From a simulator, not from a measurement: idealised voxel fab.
The process module presented herein is designated voxel released beams.
The width of the displayed cross-section, cut, is 220 nm; its cells are square, with a size of 5 nm.
Format of a cross-section: grid, square cells. Given as bands. Order: top down. Band: one or more rows of cells.
Per band: top height and bottom height in nm, followed by the left-to-right materials and their widths in nm; "all across" marks a single material spanning edge to edge, "blank" marks empty space.
Beneath 0, the wafer as received is one material, and that level is where height counting begins. The lowest band goes on downward without a bottom; it is written like "top 0, no bottom".
Note: "30->40" means the width goes from the first number (top row of the band) to the second number (bottom row) in equal steps per row of cells.
Where the words "no change" appear for a step, the cross-section shows no cell changed by that step; every cell remained as before.
Enclosed void catalog: empty space of 8 cells or more with no open way to the top, each as width x height at its distance from the left edge, in nm
Post-settings text on a step line: simulator's own remark regarding the step.
"overlay nm", when on a step's line for a step with a mask, measures how far to the right of its planned place the mask lay; a negative measure means to the left.

[Planned process steps]
1) op RECEIVE | material Si
2) op CONFORMAL_DEP | material SiN | thk nm 5
3) op DIRECTIONAL_DEP | material SiO2 | thk nm 10
4) op MASKED_ETCH | tone open | mask id ANCHOR | width nm 35 | etch materials SiO2 | depth nm 10 | overlay nm 0
5) op CONFORMAL_DEP | material W | thk nm 10
6) op MASKED_ETCH | tone cover | mask id BEAM | width nm 120 | etch materials W | depth nm 10 | overlay nm 0
7) op STRIP | etch materials SiO2

[first wafer, as planned]

[Shown in cross-section is the wafer as received, that is, as it stands after step 1]
- top 0, no bottom = Si all across
- Enclosed void catalog: none

[You're looking at a cross-section of the wafer after step 2]
- top 5, bottom 0 = SiN all across
- Note: structure below 0 unchanged.

[You're looking at a cross-section of the wafer after step 3]
- top 15, bottom 5 = SiO2 all across
- Note: structure below 5 unchanged.

[You're looking at a cross-section of the wafer after step 4]
- top 15, bottom 5 = SiO2=50; blank=35; SiO2=135
- Note: structure below 5 unchanged.

[You're looking at a cross-section of the wafer after step 5]
- top 25, bottom 15 = W=60; blank=15; W=145
- top 15, bottom 5 = SiO2=50; W=35; SiO2=135
- Note: structure below 5 unchanged.

[You're looking at a cross-section of the wafer after step 6]
- top 25, bottom 15 = blank=45; W=15; blank=15; W=90; blank=55
- Note: structure below 15 unchanged.

[You're looking at a cross-section of the wafer after step 7]
- top 25, bottom 15 = blank=45; W=15; blank=15; W=90; blank=55
- top 15, bottom 5 = blank=50; W=35; blank=135
- Note: structure below 5 unchanged.

[Here the second wafer is described. Its start and its plan were those of the first wafer. Its run contained one mistake. Up to and including step 4, it did exactly what the first wafer did]

[Second wafer cross-section, taken as of the time the plan sets for step 5 to be done]
- top 20, bottom 15 = W=55; blank=25; W=140
- top 15, bottom 10 = SiO2=50; W=5; blank=25; W=5; SiO2=135
- top 10, bottom 5 = SiO2=50; W=35; SiO2=135
- Note: structure below 5 unchanged.

[Second wafer cross-section, taken as of the time the plan sets for step 6 to be done]
- top 20, bottom 15 = blank=45; W=10; blank=25; W=85; blank=55
- Note: structure below 15 unchanged.

[Second wafer cross-section, taken as of the time the plan sets for step 7 to be done]
- top 20, bottom 10 = blank=45->50; W=10->5; blank=25; W=85->5; blank=55->135
- top 10, bottom 5 = blank=50; W=35; blank=135
- Note: structure below 5 unchanged.
What was done differently from what was planned? step 5 deviated from plan and actually ran as op CONFORMAL_DEP | material W | thk nm 5
Bottom line after processing is that, in cells, the second wafer is up or down on some materials versus the first: W: 28 fewer
